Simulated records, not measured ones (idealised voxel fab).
Module name: voxel released beams (process module)
The cross-section shown here is cut; it is 230 nm wide and divided into square cells measuring 5 nm on a side.
Cross-section layout: square cells on a grid; listed as bands, top to bottom; a band spans one or more cell rows. Heights first: top, then bottom, in nm. Then materials, left to right, each with a width in nm. "edge to edge" on a single material: fills the band edge to edge. "empty": empty space. It should be noted that heights are counted from 0, beneath which the wafer as supplied is of one material throughout, and that the lowest band possesses no lower boundary but continues downward, as written in "0 down". Width: "30..40" (first number = top row, second number = bottom row, same change from row to row of cells). No cell of the cross-section changed in a step that is given as "remains unaltered". Entry "Trapped void list". Content: empty spaces with no open connection to the top, size 8 cells or greater. Each: width x height at distance. Distance: from left edge. Unit: nm. On each step's line, the part that comes after the settings is the simulator's own comment on the step. overlay nm: right-of-plan distance of the mask on a masked step; negative values mean left-of-plan.
# Planned step list for the process
| 1 | RECEIVE: material Si |
| 2 | CONFORMAL_DEP: material SiN, thk nm 5 |
| 3 | DIRECTIONAL_DEP: material SiO2, thk nm 10 |
| 4 | PATTERN: tone open, mask id ANCHOR, material resist, width nm 25, thk nm 20, overlay nm 0 |
| 5 | DIRECTIONAL_ETCH: etch materials SiO2, depth nm 10 |
| 6 | STRIP: etch materials resist |
| 7 | CONFORMAL_DEP: material polySi, thk nm 10 |
| 8 | DIRECTIONAL_DEP: material aC, thk nm 10 |
| 9 | PATTERN: tone cover, mask id BEAM, material resist, width nm 95, thk nm 30, overlay nm 0 |
| 10 | DIRECTIONAL_ETCH: etch materials aC, depth nm 10 |
| 11 | STRIP: etch materials resist |
| 12 | DIRECTIONAL_ETCH: etch materials polySi, depth nm 10 |
| 13 | STRIP: etch materials aC |
| 14 | STRIP: etch materials SiO2 |
# The cross-section here shows the wafer as received, i.e. in its state after step 1
  0 down: Si edge to edge
  Trapped void list: none
# Module complete - cross-section of the first of two wafers, run according to plan
  25 to 15: empty 65 / polySi 15 / empty 5 / polySi 75 / empty 70
  15 to 5: empty 70 / polySi 25 / empty 135
  5 to 0: SiN edge to edge
  0 down: Si edge to edge
  Trapped void list: none
# Second wafer through the module, sectioned at the end: same beginning and same plan as the first wafer, with one mistake in carrying it out
  25 to 15: empty 75 / polySi 5 / empty 5 / polySi 85 / empty 60
  15 to 5: empty 70 / polySi 25 / empty 135
  5 to 0: SiN edge to edge
  0 down: Si edge to edge
  Trapped void list: none
What was done differently from what was planned? not per plan at step 9, really ran PATTERN: tone cover, mask id BEAM, material resist, width nm 95, thk nm 30, overlay nm 10
At the end, each material covers as many cells on the second wafer as it does on the first, though the cells it covers are elsewhere.
